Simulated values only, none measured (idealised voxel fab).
Herein follows the process module entitled voxel transistor to metal.
Square cells of 5 nm make up the cross-section cut, whose width is 160 nm.
Think of the cross-section as a grid of square cells. We describe it in bands, top to bottom, and each band covers one or more rows of those cells.
The band entry comprises the height of the band's top followed by the height of its bottom, expressed in nm, and subsequently the band's materials from left to right, each stated together with its width in nm. Where a single material is marked with the word "throughout", that material fills the band from edge to edge. The word "air" represents empty space.
Height is counted from the level 0, under which the received wafer is composed throughout of one material. The lowest of the bands is not closed at the bottom but continues downward, in the notation "0 and below".
Per-row width for "30..40": begins at first number (top row of band), ends at second number (bottom row), increment between rows held constant.
Take "remains unaltered" at face value: in the step it is given for, the cross-section changed in none of its cells.
Empty spaces counting at least 8 cells and having no open way to the top are listed in "Voids lacking openings". The notation width x height at distance is used for each, the distance being from the left edge and all three values in nm.
after a step's settings: what the simulator itself notes on the step
Steps that use a mask can have "overlay nm" on their line. It says how far the mask sat to the right of where it was meant to be. Negative means to the left.

**Steps planned for the process**
| 1 | RECEIVE, material Si |
| 2 | CONFORMAL_DEP, material SiO2, thk nm 5 |
| 3 | CONFORMAL_DEP, material SiN, thk nm 15 |
| 4 | MASKED_ETCH, tone cover, mask id ACTIVE, width nm 125, etch materials SiN, depth nm 15, overlay nm 0 |
| 5 | MASKED_ETCH, tone cover, mask id ACTIVE, width nm 125, etch materials SiO2, depth nm 5, overlay nm 0 |
| 6 | MASKED_ETCH, tone cover, mask id ACTIVE, width nm 125, etch materials Si, depth nm 25, overlay nm 0 |
| 7 | FILL_DEP, material SiO2, thk nm 15 |
| 8 | CMP, height nm 20 |
| 9 | SELECTIVE_ETCH, etch materials SiO2, depth nm 15 |
| 10 | STRIP, etch materials SiN |
| 11 | SELECTIVE_ETCH, etch materials SiO2, depth nm 5 |
| 12 | OXIDIZE, depth nm 5 |
| 13 | DIRECTIONAL_DEP, material polySi, thk nm 30 |
| 14 | DIRECTIONAL_DEP, material SiCN, thk nm 10 |
| 15 | DIRECTIONAL_DEP, material aC, thk nm 10 |
| 16 | PATTERN, tone cover, mask id GATE, material resist, width nm 25, thk nm 25, overlay nm 0 |
| 17 | DIRECTIONAL_ETCH, etch materials aC, depth nm 10 |
| 18 | STRIP, etch materials resist |
| 19 | DIRECTIONAL_ETCH, etch materials SiCN, depth nm 20 |
| 20 | DIRECTIONAL_ETCH, etch materials polySi, depth nm 40 |
| 21 | STRIP, etch materials aC |
| 22 | CONFORMAL_DEP, material SiO2, thk nm 5 |
| 23 | DIRECTIONAL_ETCH, etch materials SiO2, depth nm 5 |
| 24 | CONFORMAL_DEP, material SiN, thk nm 10 |
| 25 | DIRECTIONAL_ETCH, etch materials SiN, depth nm 10 |
| 26 | DIRECTIONAL_ETCH, etch materials SiO2, depth nm 5 |
| 27 | EPI, material pSi, thk nm 5 |
| 28 | FILL_DEP, material SiO2, thk nm 10 |
| 29 | CMP, height nm 30 |
| 30 | STRIP, etch materials polySi |
| 31 | SELECTIVE_ETCH, etch materials SiO2, depth nm 5 |
| 32 | CONFORMAL_DEP, material HfO2, thk nm 5 |
| 33 | CONFORMAL_DEP, material TiN, thk nm 5 |
| 34 | FILL_DEP, material W, thk nm 5 |
| 35 | CMP, height nm 25 |
| 36 | DIRECTIONAL_DEP, material SiO2, thk nm 10 |
| 37 | PATTERN, tone open, mask id CONTACT, material resist, width nm 20, pitch nm 85, thk nm 20, overlay nm 0 |
| 38 | DIRECTIONAL_ETCH, etch materials SiO2, depth nm 35 |
| 39 | STRIP, etch materials resist |
| 40 | CONFORMAL_DEP, material TiN, thk nm 5 |
| 41 | FILL_DEP, material Ru, thk nm 5 |
| 42 | CMP, height nm 35 |
| 43 | DIRECTIONAL_DEP, material TiN, thk nm 5 |
| 44 | DIRECTIONAL_DEP, material W, thk nm 25 |
| 45 | MASKED_ETCH, tone cover, mask id METAL_1, width nm 20, pitch nm 85, etch materials W, depth nm 25, overlay nm 0 |
| 46 | MASKED_ETCH, tone cover, mask id METAL_1, width nm 20, pitch nm 85, etch materials TiN, depth nm 5, overlay nm 0 |
| 47 | CONFORMAL_DEP, material SiCN, thk nm 5 |
| 48 | FILL_DEP, material lowk, thk nm 10 |
| 49 | CMP, height nm 65 |
| 50 | CONFORMAL_DEP, material SiCN, thk nm 5 |
| 51 | DIRECTIONAL_DEP, material SiO2, thk nm 25 |
| 52 | MASKED_ETCH, tone open, mask id METAL_2, width nm 20, pitch nm 85, etch materials SiO2, depth nm 15, overlay nm 0 |
| 53 | DIRECTIONAL_DEP, material aC, thk nm 15 |
| 54 | PATTERN, tone open, mask id METAL_2_HOLES, material resist, width nm 15, pitch nm 85, thk nm 30, overlay nm 0 |
| 55 | DIRECTIONAL_ETCH, etch materials aC, depth nm 15 |
| 56 | STRIP, etch materials resist |
| 57 | DIRECTIONAL_ETCH, etch materials SiO2, depth nm 10 |
| 58 | DIRECTIONAL_ETCH, etch materials SiCN, depth nm 5 |
| 59 | STRIP, etch materials aC |
| 60 | CONFORMAL_DEP, material TiN, thk nm 5 |
| 61 | FILL_DEP, material Cu, thk nm 5 |
| 62 | CMP, height nm 95 |
| 63 | CONFORMAL_DEP, material SiCN, thk nm 5 |
The wafers are alike at the start. At step 63, their thk nm differs. The plan lists the first wafer's value.

**As-received state after step 1, first of several wafers, cross-section**
	0 and below: Si throughout
	Voids lacking openings: none

**Cross-section, first of several wafers, end of module, after last step 63**
	100 down to 95: SiCN throughout
	95 down to 85: SiO2 25 | TiN 5 | Cu 10 | TiN 5 | SiO2 65 | TiN 5 | Cu 10 | TiN 5 | SiO2 30
	85 down to 80: SiO2 25 | TiN 5 | Cu 5 | TiN 10 | SiO2 65 | TiN 5 | Cu 5 | TiN 10 | SiO2 30
	80 down to 70: SiO2 25 | TiN 5 | Cu 5 | TiN 5 | SiO2 70 | TiN 5 | Cu 5 | TiN 5 | SiO2 35
	70 down to 65: SiCN 25 | TiN 15 | SiCN 70 | TiN 15 | SiCN 35
	65 down to 40: lowk 20 | SiCN 5 | W 20 | SiCN 5 | lowk 55 | SiCN 5 | W 20 | SiCN 5 | lowk 25
	40 down to 35: SiCN 25 | TiN 20 | SiCN 65 | TiN 20 | SiCN 30
	35 down to 25: SiO2 25 | TiN 5 | Ru 10 | TiN 5 | SiO2 65 | TiN 5 | Ru 10 | TiN 5 | SiO2 30
	25 down to 5: SiO2 25 | TiN 5 | Ru 10 | TiN 5 | SiO2 5 | SiN 10 | HfO2 5 | TiN 5 | W 15 | TiN 5 | HfO2 5 | SiN 10 | SiO2 5 | TiN 5 | Ru 10 | TiN 5 | SiO2 30
	5 down to 0: SiO2 25 | TiN 20 | SiO2 5 | SiN 10 | HfO2 5 | TiN 25 | HfO2 5 | SiN 10 | SiO2 5 | TiN 20 | SiO2 30
	0 down to -5: SiO2 10 | pSi 40 | SiO2 10 | HfO2 35 | SiO2 10 | pSi 40 | SiO2 15
	-5 down to -25: SiO2 15 | Si 125 | SiO2 20
	-25 and below: Si throughout
	Voids lacking openings: none

**Last-wafer cross-section at the end of the module**
	115 down to 95: SiCN throughout
	95 down to 85: SiO2 25 | TiN 5 | Cu 10 | TiN 5 | SiO2 65 | TiN 5 | Cu 10 | TiN 5 | SiO2 30
	85 down to 80: SiO2 25 | TiN 5 | Cu 5 | TiN 10 | SiO2 65 | TiN 5 | Cu 5 | TiN 10 | SiO2 30
	80 down to 70: SiO2 25 | TiN 5 | Cu 5 | TiN 5 | SiO2 70 | TiN 5 | Cu 5 | TiN 5 | SiO2 35
	70 down to 65: SiCN 25 | TiN 15 | SiCN 70 | TiN 15 | SiCN 35
	65 down to 40: lowk 20 | SiCN 5 | W 20 | SiCN 5 | lowk 55 | SiCN 5 | W 20 | SiCN 5 | lowk 25
	40 down to 35: SiCN 25 | TiN 20 | SiCN 65 | TiN 20 | SiCN 30
	35 down to 25: SiO2 25 | TiN 5 | Ru 10 | TiN 5 | SiO2 65 | TiN 5 | Ru 10 | TiN 5 | SiO2 30
	25 down to 5: SiO2 25 | TiN 5 | Ru 10 | TiN 5 | SiO2 5 | SiN 10 | HfO2 5 | TiN 5 | W 15 | TiN 5 | HfO2 5 | SiN 10 | SiO2 5 | TiN 5 | Ru 10 | TiN 5 | SiO2 30
	5 down to 0: SiO2 25 | TiN 20 | SiO2 5 | SiN 10 | HfO2 5 | TiN 25 | HfO2 5 | SiN 10 | SiO2 5 | TiN 20 | SiO2 30
	0 down to -5: SiO2 10 | pSi 40 | SiO2 10 | HfO2 35 | SiO2 10 | pSi 40 | SiO2 15
	-5 down to -25: SiO2 15 | Si 125 | SiO2 20
	-25 and below: Si throughout
	Voids lacking openings: none

**The rows of the table below are wafers. Looking at the end of the module, a row counts, for every material, the cells the wafer has gained, shown as (+), or lost, shown as (-), since it was received; its closed voids come next**
thk nm 5; +14 Cu; +17 HfO2; +24 Ru; -60 Si; +102 SiCN; +20 SiN; +274 SiO2; +81 TiN; +52 W; +100 lowk; +16 pSi; Voids lacking openings: none
thk nm 10; +14 Cu; +17 HfO2; +24 Ru; -60 Si; +134 SiCN; +20 SiN; +274 SiO2; +81 TiN; +52 W; +100 lowk; +16 pSi; Voids lacking openings: none
thk nm 15; +14 Cu; +17 HfO2; +24 Ru; -60 Si; +166 SiCN; +20 SiN; +274 SiO2; +81 TiN; +52 W; +100 lowk; +16 pSi; Voids lacking openings: none
thk nm 20; +14 Cu; +17 HfO2; +24 Ru; -60 Si; +198 SiCN; +20 SiN; +274 SiO2; +81 TiN; +52 W; +100 lowk; +16 pSi; Voids lacking openings: none
